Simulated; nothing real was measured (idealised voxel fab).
process module | voxel tone inversion
Displayed cross-section: cut, width of 255 nm, square cells sized 5 nm.
Bands, listed from the top down, are how a cross-section gets written in this document; the cross-section itself is a grid of square cells, and a band is one or more rows of them.
It is stipulated that each band's entry specify, in nanometres, the height of the top of the band and then that of its bottom, followed by the materials of the band in left-to-right sequence, each together with its width in nanometres. A single material marked by the word "everywhere" is understood to fill the band from edge to edge; the word "blank" is understood to denote empty space.
The level at which height equals 0 is the one under which the wafer, as it arrives, is entirely one material. No lower edge exists for the bottom band, which continues downward and is notated as in "from 0 down".
Width spec "30 to 40" -> top row of cells at first value, bottom row at second value, equal per-row change in between.
Step marked "remained the same"? Then no cell in the cross-section changed in it.
So "Trapped void list" is basically the list of trapped voids: any empty space of 8 cells or more that can't reach the top through an opening. They're written width x height at distance, the distance being from the left edge, and it's all nm.
after a step's settings: what the simulator itself notes on the step
"overlay nm" denotes, for a step that has a mask, the displacement of the mask to the right of its planned place, with negative values corresponding to the left.
plan:
1: RECEIVE [material Si]
2: CONFORMAL_DEP [material SiCN] [thk nm 5]
3: DIRECTIONAL_DEP [material polySi] [thk nm 15]
4: PATTERN [tone cover] [mask id POSTS] [material resist] [width nm 15] [pitch nm 45] [thk nm 20] [overlay nm 0]
5: DIRECTIONAL_ETCH [etch materials polySi] [depth nm 15]
6: STRIP [etch materials resist]
7: FILL_DEP [material lowk] [thk nm 5]
8: CMP [height nm 20]
9: STRIP [etch materials polySi]
10: CONFORMAL_DEP [material TiN] [thk nm 5]
11: FILL_DEP [material Ru] [thk nm 10]
12: CMP [height nm 20]
13: CONFORMAL_DEP [material SiCN] [thk nm 5]
Wafer-to-wafer difference: width nm, step 4. Common start. Plan = first wafer's value.
Cut through the first of several wafers as received, post step 1:
> from 0 down  Si everywhere
> Trapped void list: none
At the end of the module, after its last step, step 13, the first of several wafers appears in cross-section as follows:
> from 25 to 20  SiCN everywhere
> from 20 to 10  95 lowk  5 TiN  5 Ru  5 TiN  30 lowk  5 TiN  5 Ru  5 TiN  100 lowk
> from 10 to 5  95 lowk  15 TiN  30 lowk  15 TiN  100 lowk
> from 5 to 0  SiCN everywhere
> from 0 down  Si everywhere
> Trapped void list: none
Cross-section, last wafer, module completion:
> from 25 to 20  SiCN everywhere
> from 20 to 10  90 lowk  5 TiN  20 Ru  5 TiN  15 lowk  5 TiN  20 Ru  5 TiN  90 lowk
> from 10 to 5  90 lowk  30 TiN  15 lowk  30 TiN  90 lowk
> from 5 to 0  SiCN everywhere
> from 0 down  Si everywhere
> Trapped void list: none
Per wafer (row), end of module: delta in cells per material since receipt, (+) for gained, (-) for lost; closed voids after that:
width nm 15, +4 Ru, +102 SiCN, +14 TiN, +135 lowk, Trapped void list: none
width nm 20, +8 Ru, +102 SiCN, +16 TiN, +129 lowk, Trapped void list: none
width nm 25, +12 Ru, +102 SiCN, +18 TiN, +123 lowk, Trapped void list: none
width nm 30, +16 Ru, +102 SiCN, +20 TiN, +117 lowk, Trapped void list: none
